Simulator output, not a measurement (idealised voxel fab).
Process module, titled voxel spacer lines
For reference, the cross-section in this document is cut, with width 300 nm and square cells of 5 nm.
We lay out every cross-section as a grid of square cells and spell it out in bands from the top down, where one band means one or more rows of cells.
First you get the band's top height and its bottom height, in nm, and then the materials it's made of, left to right, with each width in nm. If you see a single material with "everywhere", that one covers the band edge to edge. "blank" is empty space.
Height is counted from the level 0, under which the received wafer is composed throughout of one material. The lowest of the bands is not closed at the bottom but continues downward, in the notation "0 nm and below".
Top row gets the first number, bottom row gets the second, and each row in between changes by the same step: that is how a band width like "30->40" works.
Key: "no alterations made" - step with no changed cell in the cross-section.
"Completely sealed voids" contains a list of empty spaces, each no smaller than 8 cells and without an open way to the top, written in the form width x height at distance with the distance from the left edge and all three in nm.
On a step's line, text after the settings is the simulator commenting on that step.
overlay nm: mask right of planned place by this much (step with mask). Neg. = left.
THE PROCESS STEPS THAT WERE PLANNED ARE LISTED BELOW
- 1: RECEIVE [material Si]
- 2: CONFORMAL_DEP [material Al2O3] [thk nm 10]
- 3: DIRECTIONAL_DEP [material polySi] [thk nm 15]
- 4: DIRECTIONAL_DEP [material aC] [thk nm 30]
- 5: PATTERN [tone cover] [mask id MANDREL] [material resist] [width nm 15] [pitch nm 50] [thk nm 40] [overlay nm 0]
- 6: DIRECTIONAL_ETCH [etch materials aC] [depth nm 30]
- 7: STRIP [etch materials resist]
- 8: CONFORMAL_DEP [material SiO2] [thk nm 10]
- 9: DIRECTIONAL_ETCH [etch materials SiO2] [depth nm 10]
- 10: STRIP [etch materials aC]
- 11: DIRECTIONAL_ETCH [etch materials polySi] [depth nm 15]
- 12: STRIP [etch materials SiO2]
FIRST OF TWO WAFERS, WITH THE RUN CARRIED OUT AS PLANNED
INCOMING WAFER IN CROSS-SECTION (STATE: AFTER STEP 1)
	0 nm and below: Si everywhere
	Completely sealed voids: none
STEP 2 DONE - WAFER CROSS-SECTION
	10 nm to 0 nm: Al2O3 everywhere
	Whatever lies below 0 is exactly as it was before.
STEP 3 DONE - WAFER CROSS-SECTION
	25 nm to 10 nm: polySi everywhere
	Whatever lies below 10 is exactly as it was before.
STEP 4 DONE - WAFER CROSS-SECTION
	55 nm to 25 nm: aC everywhere
	Whatever lies below 25 is exactly as it was before.
STEP 5 DONE - WAFER CROSS-SECTION
	95 nm to 55 nm: blank (115)  resist (15)  blank (35)  resist (15)  blank (120)
	Whatever lies below 55 is exactly as it was before.
STEP 6 DONE - WAFER CROSS-SECTION
	65 nm to 55 nm: blank (115)  resist (15)  blank (35)  resist (15)  blank (120)
	55 nm to 25 nm: blank (115)  aC (15)  blank (35)  aC (15)  blank (120)
	Whatever lies below 25 is exactly as it was before.
STEP 7 DONE - WAFER CROSS-SECTION
	55 nm to 25 nm: blank (115)  aC (15)  blank (35)  aC (15)  blank (120)
	Whatever lies below 25 is exactly as it was before.
STEP 8 DONE - WAFER CROSS-SECTION
	65 nm to 55 nm: blank (105)  SiO2 (35)  blank (15)  SiO2 (35)  blank (110)
	55 nm to 35 nm: blank (105)  SiO2 (10)  aC (15)  SiO2 (10)  blank (15)  SiO2 (10)  aC (15)  SiO2 (10)  blank (110)
	35 nm to 25 nm: SiO2 (115)  aC (15)  SiO2 (35)  aC (15)  SiO2 (120)
	Whatever lies below 25 is exactly as it was before.
STEP 9 DONE - WAFER CROSS-SECTION
	55 nm to 25 nm: blank (105)  SiO2 (10)  aC (15)  SiO2 (10)  blank (15)  SiO2 (10)  aC (15)  SiO2 (10)  blank (110)
	Whatever lies below 25 is exactly as it was before.
STEP 10 DONE - WAFER CROSS-SECTION
	55 nm to 25 nm: blank (105)  SiO2 (10)  blank (15)  SiO2 (10)  blank (15)  SiO2 (10)  blank (15)  SiO2 (10)  blank (110)
	Whatever lies below 25 is exactly as it was before.
STEP 11 DONE - WAFER CROSS-SECTION
	55 nm to 25 nm: blank (105)  SiO2 (10)  blank (15)  SiO2 (10)  blank (15)  SiO2 (10)  blank (15)  SiO2 (10)  blank (110)
	25 nm to 10 nm: blank (105)  polySi (10)  blank (15)  polySi (10)  blank (15)  polySi (10)  blank (15)  polySi (10)  blank (110)
	Whatever lies below 10 is exactly as it was before.
STEP 12 DONE - WAFER CROSS-SECTION
	25 nm to 10 nm: blank (105)  polySi (10)  blank (15)  polySi (10)  blank (15)  polySi (10)  blank (15)  polySi (10)  blank (110)
	Whatever lies below 10 is exactly as it was before.
FOR THE SECOND WAFER, TAKE THE FIRST WAFER'S START AND PLAN, THEN ADD ONE MISTAKE MADE IN RUNNING IT; EVERYTHING THROUGH STEP 7, THAT STEP INCLUDED, IS SHARED WITH THE FIRST
SECOND WAFER PROFILE IN SECTION, AT THE MOMENT STEP 8 OF THE PLAN WAS MEANT TO BE COMPLETE
	60 nm to 55 nm: blank (110)  SiO2 (25)  blank (25)  SiO2 (25)  blank (115)
	55 nm to 30 nm: blank (110)  SiO2 (5)  aC (15)  SiO2 (5)  blank (25)  SiO2 (5)  aC (15)  SiO2 (5)  blank (115)
	30 nm to 25 nm: SiO2 (115)  aC (15)  SiO2 (35)  aC (15)  SiO2 (120)
	Whatever lies below 25 is exactly as it was before.
SECOND WAFER PROFILE IN SECTION, AT THE MOMENT STEP 9 OF THE PLAN WAS MEANT TO BE COMPLETE
	55 nm to 50 nm: blank (115)  aC (15)  blank (35)  aC (15)  blank (120)
	50 nm to 25 nm: blank (110)  SiO2 (5)  aC (15)  SiO2 (5)  blank (25)  SiO2 (5)  aC (15)  SiO2 (5)  blank (115)
	Whatever lies below 25 is exactly as it was before.
SECOND WAFER PROFILE IN SECTION, AT THE MOMENT STEP 10 OF THE PLAN WAS MEANT TO BE COMPLETE
	50 nm to 25 nm: blank (110)  SiO2 (5)  blank (15)  SiO2 (5)  blank (25)  SiO2 (5)  blank (15)  SiO2 (5)  blank (115)
	Whatever lies below 25 is exactly as it was before.
SECOND WAFER PROFILE IN SECTION, AT THE MOMENT STEP 11 OF THE PLAN WAS MEANT TO BE COMPLETE
	50 nm to 25 nm: blank (110)  SiO2 (5)  blank (15)  SiO2 (5)  blank (25)  SiO2 (5)  blank (15)  SiO2 (5)  blank (115)
	25 nm to 10 nm: blank (110)  polySi (5)  blank (15)  polySi (5)  blank (25)  polySi (5)  blank (15)  polySi (5)  blank (115)
	Whatever lies below 10 is exactly as it was before.
SECOND WAFER PROFILE IN SECTION, AT THE MOMENT STEP 12 OF THE PLAN WAS MEANT TO BE COMPLETE
	25 nm to 10 nm: blank (110)  polySi (5)  blank (15)  polySi (5)  blank (25)  polySi (5)  blank (15)  polySi (5)  blank (115)
	Whatever lies below 10 is exactly as it was before.
Where did the run depart from the plan? step 8 did not happen as planned, as run it was CONFORMAL_DEP [material SiO2] [thk nm 5]
Upon completion, the second wafer contains, in terms of cells, a greater or smaller amount of certain materials than the first wafer: 12 fewer of polySi
